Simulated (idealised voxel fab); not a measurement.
Herein follows the process module entitled voxel released beams.
In the cross-section labelled cut, the width is 215 nm and each square cell is 5 nm.
Reading order for cross-sections: top band down to bottom band. Underlying form: a grid of square cells. Band size: one or more rows of cells. Read a band's entry like this: the first values are the height of its top and the height of its bottom in nm, and what follows is the sequence of materials from left to right, each with its width in nm. Note that "blank" is empty space, and that a single material marked "edge to edge" reaches across the band from edge to edge. The level at which height equals 0 is the one under which the wafer, as it arrives, is entirely one material. No lower edge exists for the bottom band, which continues downward and is notated as in "top 0, no bottom". The two numbers in a width such as "30 to 40" mark its ends across the band: the first belongs to the top row of cells, the second to the bottom row, and from each row to the next the width moves by the same amount. Take "changes: none" at face value: in the step it is given for, the cross-section changed in none of its cells. The list in "Tabulated closed voids" covers empty spaces of 8 cells or more that cannot reach the top through any open way, and it gives each as width x height at distance; the distance is from the left edge, and width, height and distance are in nm. Read whatever lies past the settings on a step's line as the simulator's own remark about the step. The optional step-line setting "overlay nm" applies to steps with a mask and quantifies how far to the right of its planned location the mask lay, a negative value indicating leftward placement.

[Below is the list of planned process steps]
1: RECEIVE (material Si)
2: CONFORMAL_DEP (material Al2O3; thk nm 5)
3: DIRECTIONAL_DEP (material SiO2; thk nm 15)
4: DIRECTIONAL_DEP (material aC; thk nm 15)
5: PATTERN (tone open; mask id ANCHOR; material resist; width nm 35; thk nm 35; overlay nm -15)
6: DIRECTIONAL_ETCH (etch materials aC; depth nm 15)
7: STRIP (etch materials resist)
8: DIRECTIONAL_ETCH (etch materials SiO2; depth nm 15)
9: STRIP (etch materials aC)
10: CONFORMAL_DEP (material SiN; thk nm 15)
11: PATTERN (tone cover; mask id BEAM; material resist; width nm 95; thk nm 15; overlay nm 0)
12: DIRECTIONAL_ETCH (etch materials SiN; depth nm 15)
13: STRIP (etch materials resist)
14: STRIP (etch materials SiO2)
Wafer-to-wafer difference: overlay nm, step 5. Common start. Plan = first wafer's value.

[First of several wafers (as received, post step 1), cross-sectional view]
> top 0, no bottom = Si edge to edge
> Tabulated closed voids: none

[At the end of the module, after its last step, step 14, the first of several wafers appears in cross-section as follows]
> top 35, bottom 20 = blank 55 nm, then SiN 5 nm, then blank 5 nm, then SiN 85 nm, then blank 65 nm
> top 20, bottom 5 = blank 45 nm, then SiN 35 nm, then blank 135 nm
> top 5, bottom 0 = Al2O3 edge to edge
> top 0, no bottom = Si edge to edge
> Tabulated closed voids: none

[End of module: cross-section, last of several wafers]
> top 35, bottom 20 = blank 55 nm, then SiN 35 nm, then blank 5 nm, then SiN 55 nm, then blank 65 nm
> top 20, bottom 5 = blank 75 nm, then SiN 35 nm, then blank 105 nm
> top 5, bottom 0 = Al2O3 edge to edge
> top 0, no bottom = Si edge to edge
> Tabulated closed voids: none

[Per wafer (row), end of module: delta in cells per material since receipt, (+) for gained, (-) for lost; closed voids after that]
overlay nm -15 | +43 Al2O3 | +75 SiN | Tabulated closed voids: none
overlay nm -10 | +43 Al2O3 | +75 SiN | Tabulated closed voids: none
overlay nm -5 | +43 Al2O3 | +75 SiN | Tabulated closed voids: none
overlay nm 0 | +43 Al2O3 | +75 SiN | Tabulated closed voids: none
overlay nm 5 | +43 Al2O3 | +75 SiN | Tabulated closed voids: none
overlay nm 10 | +43 Al2O3 | +75 SiN | Tabulated closed voids: none
overlay nm 15 | +43 Al2O3 | +75 SiN | Tabulated closed voids: none
